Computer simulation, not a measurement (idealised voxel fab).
This section sets out a process module, namely voxel gate over fins.
Xsec cut, 255 nm wide, square cell size 5 nm.
This document writes a cross-section as a grid whose cells are square, and gives it as bands, listed from the top down; one or more rows of cells form a band.
Look at the band entry: it leads with the top's height and the bottom's height in nm. Then it lists the materials left to right, with a width in nm for each. The word "full width" on a single material says that material fills the band edge to edge. The word "empty" is empty space.
A quick word on heights: they are counted from 0, and under that level the wafer as it came to us is one material throughout. The lowest band is different from the rest in having no bottom; it simply continues downward, written as in "top 0, no bottom".
The width entry "30->40" should be interpreted row by row: the top row of cells in the band takes the first number, the bottom row takes the second number, and the change between adjacent rows is uniform throughout.
Key: "remained unchanged" - step with no changed cell in the cross-section.
Basically, "Cavities, sealed" tells you about the enclosed voids: empty spaces with no open way to the top, 8 cells or bigger, each written width x height at distance, where distance is from the left edge, all in nm.
Where a step's line continues beyond its settings, the continuation is a remark by the simulator itself on that step.
Regarding "overlay nm": on a step with a mask, it is the distance the mask lay to the right of its planned place; a negative value places it to the left.
# Set out below are the planned steps of the process
- 1: RECEIVE: material Si
- 2: CONFORMAL_DEP: material SiN, thk nm 5
- 3: MASKED_ETCH: tone cover, mask id FINS, width nm 15, pitch nm 45, etch materials SiN, depth nm 5, overlay nm 0
- 4: MASKED_ETCH: tone cover, mask id FINS, width nm 15, pitch nm 45, etch materials Si, depth nm 30, overlay nm 0
- 5: OXIDIZE: depth nm 5
- 6: FILL_DEP: material SiO2, thk nm 5
- 7: CMP: height nm 5
- 8: SELECTIVE_ETCH: etch materials SiO2, depth nm 15
- 9: STRIP: etch materials SiN
- 10: CONFORMAL_DEP: material HfO2, thk nm 5
- 11: CONFORMAL_DEP: material TiN, thk nm 5
- 12: FILL_DEP: material W, thk nm 15
- 13: CMP: height nm 20
- 14: CONFORMAL_DEP: material SiN, thk nm 5
# Delivered wafer in cross-section: state after step 1
- top 0, no bottom = Si full width
- Cavities, sealed: none
# First of two wafers, end-of-module section, run followed plan
- top 25, bottom 20 = SiN full width
- top 20, bottom 10 = W full width
- top 10, bottom 5 = 45 nm W; 25 nm TiN; 20 nm W; 25 nm TiN; 20 nm W; 25 nm TiN; 20 nm W; 25 nm TiN; 50 nm W
- top 5, bottom 0 = 45 nm W; 5 nm TiN; 15 nm HfO2; 5 nm TiN; 20 nm W; 5 nm TiN; 15 nm HfO2; 5 nm TiN; 20 nm W; 5 nm TiN; 15 nm HfO2; 5 nm TiN; 20 nm W; 5 nm TiN; 15 nm HfO2; 5 nm TiN; 50 nm W
- top 0, bottom -5 = 50 nm TiN; 5 nm HfO2; 5 nm Si; 5 nm HfO2; 30 nm TiN; 5 nm HfO2; 5 nm Si; 5 nm HfO2; 30 nm TiN; 5 nm HfO2; 5 nm Si; 5 nm HfO2; 30 nm TiN; 5 nm HfO2; 5 nm Si; 5 nm HfO2; 55 nm TiN
- top -5, bottom -10 = 55 nm HfO2; 5 nm Si; 40 nm HfO2; 5 nm Si; 40 nm HfO2; 5 nm Si; 40 nm HfO2; 5 nm Si; 60 nm HfO2
- top -10, bottom -35 = 55 nm SiO2; 5 nm Si; 40 nm SiO2; 5 nm Si; 40 nm SiO2; 5 nm Si; 40 nm SiO2; 5 nm Si; 60 nm SiO2
- top -35, no bottom = Si full width
- Cavities, sealed: none
# Now the second wafer, cross-sectioned at the end of the module. Nothing different at the start, nothing different in the plan compared with the first, just one mistake when it was actually run
- top 25, bottom 20 = SiN full width
- top 20, bottom 10 = W full width
- top 10, bottom 5 = 55 nm TiN; 5 nm W; 40 nm TiN; 5 nm W; 40 nm TiN; 5 nm W; 40 nm TiN; 5 nm W; 60 nm TiN
- top 5, bottom 0 = 50 nm HfO2; 15 nm TiN; 30 nm HfO2; 15 nm TiN; 30 nm HfO2; 15 nm TiN; 30 nm HfO2; 15 nm TiN; 55 nm HfO2
- top 0, bottom -5 = 45 nm Si; 25 nm HfO2; 20 nm Si; 25 nm HfO2; 20 nm Si; 25 nm HfO2; 20 nm Si; 25 nm HfO2; 50 nm Si
- top -5, no bottom = Si full width
- Cavities, sealed: none
So what did we get wrong on this run? step 3 went in with a setting other than planned; the actual run was MASKED_ETCH: tone open, mask id FINS, width nm 15, pitch nm 45, etch materials SiN, depth nm 5, overlay nm 0
Per the end-of-run cell counts, the second wafer holds more or fewer of some materials than the first: -8 HfO2; +309 Si; -235 SiO2; -8 TiN; -58 W
